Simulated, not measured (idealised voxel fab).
You're looking at the process module voxel wiring stack.
Xsec cut, 280 nm wide, square cell size 5 nm.
Cross-section spec: square-cell grid; bands listed top down; each band is one or more rows.
Top, bottom (nm), then materials left to right with widths (nm); lone material tagged "everywhere" fills the whole band edge to edge; "blank" = empty space.
The level at which height equals 0 is the one under which the wafer, as it arrives, is entirely one material. No lower edge exists for the bottom band, which continues downward and is notated as in "from 0 down".
The expression "30->40" gives the width at the extremes of the band, the first number at its top row of cells and the second at its bottom row, with the width changing by equal amounts from each row to the next in between.
Step note "nothing different" = no cross-section cell changed.
What "Entrapped void list" gives you is every empty space of 8 cells or more that is cut off from the top. Each appears as width x height at distance, with the distance taken from the left edge and width, height and distance all in nm.
Text after the settings on a step's line: the simulator's own remark on that step.
"overlay nm" on a masked step: distance the mask lay right of its planned place, negative for left.
-- Steps planned for the process
| 1 | RECEIVE, material Si |
| 2 | CONFORMAL_DEP, material SiO2, thk nm 15 |
| 3 | DIRECTIONAL_DEP, material TiN, thk nm 5 |
| 4 | DIRECTIONAL_DEP, material Ru, thk nm 25 |
| 5 | MASKED_ETCH, tone cover, mask id METAL_1, width nm 20, pitch nm 50, etch materials Ru, depth nm 25, overlay nm 0 |
| 6 | MASKED_ETCH, tone cover, mask id METAL_1, width nm 20, pitch nm 50, etch materials TiN, depth nm 5, overlay nm 0 |
| 7 | CONFORMAL_DEP, material SiCN, thk nm 5 |
| 8 | FILL_DEP, material SiO2, thk nm 5 |
| 9 | CMP, height nm 45 |
| 10 | CONFORMAL_DEP, material SiCN, thk nm 5 |
| 11 | DIRECTIONAL_DEP, material lowk, thk nm 20 |
| 12 | PATTERN, tone open, mask id PLUG_1, material resist, width nm 15, pitch nm 100, thk nm 15, overlay nm 0 |
| 13 | DIRECTIONAL_ETCH, etch materials lowk, depth nm 20 |
| 14 | DIRECTIONAL_ETCH, etch materials SiCN, depth nm 5 |
| 15 | STRIP, etch materials resist |
| 16 | CONFORMAL_DEP, material TiN, thk nm 5 |
| 17 | FILL_DEP, material W, thk nm 5 |
| 18 | CMP, height nm 70 |
| 19 | DIRECTIONAL_DEP, material TiN, thk nm 5 |
| 20 | DIRECTIONAL_DEP, material Ru, thk nm 20 |
| 21 | DIRECTIONAL_DEP, material aC, thk nm 10 |
| 22 | PATTERN, tone cover, mask id METAL_2, material resist, width nm 20, pitch nm 50, thk nm 30, overlay nm 0 |
| 23 | DIRECTIONAL_ETCH, etch materials aC, depth nm 10 |
| 24 | STRIP, etch materials resist |
| 25 | DIRECTIONAL_ETCH, etch materials Ru, depth nm 20 |
| 26 | DIRECTIONAL_ETCH, etch materials TiN, depth nm 5 |
| 27 | STRIP, etch materials aC |
| 28 | CONFORMAL_DEP, material SiN, thk nm 5 |
| 29 | FILL_DEP, material lowk, thk nm 5 |
| 30 | CMP, height nm 95 |
| 31 | CONFORMAL_DEP, material SiCN, thk nm 5 |
| 32 | DIRECTIONAL_DEP, material lowk, thk nm 25 |
| 33 | MASKED_ETCH, tone open, mask id METAL_3_HOLES, width nm 15, pitch nm 100, etch materials lowk, depth nm 25, overlay nm 0 |
| 34 | PATTERN, tone open, mask id METAL_3, material resist, width nm 15, pitch nm 50, thk nm 20, overlay nm 0 |
| 35 | DIRECTIONAL_ETCH, etch materials lowk, depth nm 15 |
| 36 | DIRECTIONAL_ETCH, etch materials SiCN, depth nm 5 |
| 37 | STRIP, etch materials resist |
| 38 | CONFORMAL_DEP, material TiN, thk nm 5 |
| 39 | FILL_DEP, material Cu, thk nm 5 |
| 40 | CMP, height nm 125 |
| 41 | CONFORMAL_DEP, material SiN, thk nm 5 |
Among the wafers covered here, the point of difference is the width nm at step 34; their starting state is shared, and the plan presents the value of the first wafer.
-- So this is the first of several wafers, cross-sectioned as it came to us, meaning it's at the end of step 1
- from 0 down: Si everywhere
- Entrapped void list: none
-- Here's the first of several wafers in cross-section, end of the module, after the last step, step 41
- from 130 to 125: SiN everywhere
- from 125 to 115: lowk=80 / TiN=5 / Cu=10 / TiN=5 / lowk=35 / TiN=5 / Cu=5 / TiN=5 / lowk=30 / TiN=5 / Cu=10 / TiN=5 / lowk=80
- from 115 to 110: lowk=80 / TiN=5 / Cu=5 / TiN=10 / lowk=35 / TiN=15 / lowk=30 / TiN=5 / Cu=5 / TiN=10 / lowk=80
- from 110 to 105: lowk=80 / TiN=5 / Cu=5 / TiN=5 / lowk=85 / TiN=5 / Cu=5 / TiN=5 / lowk=85
- from 105 to 100: lowk=80 / TiN=15 / lowk=85 / TiN=15 / lowk=85
- from 100 to 95: SiCN=85 / TiN=10 / SiCN=90 / TiN=10 / SiCN=85
- from 95 to 75: lowk=75 / SiN=5 / Ru=20 / SiN=5 / lowk=20 / SiN=5 / Ru=20 / SiN=5 / lowk=20 / SiN=5 / Ru=20 / SiN=5 / lowk=75
- from 75 to 70: SiN=80 / TiN=20 / SiN=30 / TiN=20 / SiN=30 / TiN=20 / SiN=80
- from 70 to 50: lowk=80 / TiN=5 / W=5 / TiN=5 / lowk=85 / TiN=5 / W=5 / TiN=5 / lowk=85
- from 50 to 45: SiCN=80 / TiN=15 / SiCN=85 / TiN=15 / SiCN=85
- from 45 to 20: SiO2=75 / SiCN=5 / Ru=20 / SiCN=5 / SiO2=20 / SiCN=5 / Ru=20 / SiCN=5 / SiO2=20 / SiCN=5 / Ru=20 / SiCN=5 / SiO2=75
- from 20 to 15: SiCN=80 / TiN=20 / SiCN=30 / TiN=20 / SiCN=30 / TiN=20 / SiCN=80
- from 15 to 0: SiO2 everywhere
- from 0 down: Si everywhere
- Entrapped void list: none
-- Cross-section, module end, final of several wafers
- from 130 to 125: SiN everywhere
- from 125 to 115: lowk=75 / TiN=5 / Cu=25 / TiN=5 / lowk=15 / TiN=5 / Cu=25 / TiN=5 / lowk=15 / TiN=5 / Cu=25 / TiN=5 / lowk=70
- from 115 to 110: lowk=75 / TiN=10 / Cu=5 / TiN=20 / lowk=15 / TiN=35 / lowk=15 / TiN=10 / Cu=5 / TiN=20 / lowk=70
- from 110 to 100: lowk=80 / TiN=5 / Cu=5 / TiN=5 / lowk=85 / TiN=5 / Cu=5 / TiN=5 / lowk=85
- from 100 to 95: SiCN=80 / TiN=15 / SiCN=85 / TiN=15 / SiCN=85
- from 95 to 75: lowk=75 / SiN=5 / Ru=20 / SiN=5 / lowk=20 / SiN=5 / Ru=20 / SiN=5 / lowk=20 / SiN=5 / Ru=20 / SiN=5 / lowk=75
- from 75 to 70: SiN=80 / TiN=20 / SiN=30 / TiN=20 / SiN=30 / TiN=20 / SiN=80
- from 70 to 50: lowk=80 / TiN=5 / W=5 / TiN=5 / lowk=85 / TiN=5 / W=5 / TiN=5 / lowk=85
- from 50 to 45: SiCN=80 / TiN=15 / SiCN=85 / TiN=15 / SiCN=85
- from 45 to 20: SiO2=75 / SiCN=5 / Ru=20 / SiCN=5 / SiO2=20 / SiCN=5 / Ru=20 / SiCN=5 / SiO2=20 / SiCN=5 / Ru=20 / SiCN=5 / SiO2=75
- from 20 to 15: SiCN=80 / TiN=20 / SiCN=30 / TiN=20 / SiCN=30 / TiN=20 / SiCN=80
- from 15 to 0: SiO2 everywhere
- from 0 down: Si everywhere
- Entrapped void list: none
-- The following table contains a row per wafer, in which are reported, at the conclusion of the module, the cells of each material gained (+) or lost (-) since the wafer's receipt, with its closed voids given thereafter
width nm 15, +14 Cu, +108 Ru, +176 SiCN, +124 SiN, +358 SiO2, +81 TiN, +8 W, +587 lowk, Entrapped void list: none
width nm 20, +18 Cu, +108 Ru, +174 SiCN, +124 SiN, +358 SiO2, +82 TiN, +8 W, +584 lowk, Entrapped void list: none
width nm 25, +24 Cu, +108 Ru, +174 SiCN, +124 SiN, +358 SiO2, +85 TiN, +8 W, +575 lowk, Entrapped void list: none
width nm 30, +30 Cu, +108 Ru, +174 SiCN, +124 SiN, +358 SiO2, +88 TiN, +8 W, +566 lowk, Entrapped void list: none
width nm 35, +36 Cu, +108 Ru, +174 SiCN, +124 SiN, +358 SiO2, +91 TiN, +8 W, +557 lowk, Entrapped void list: none
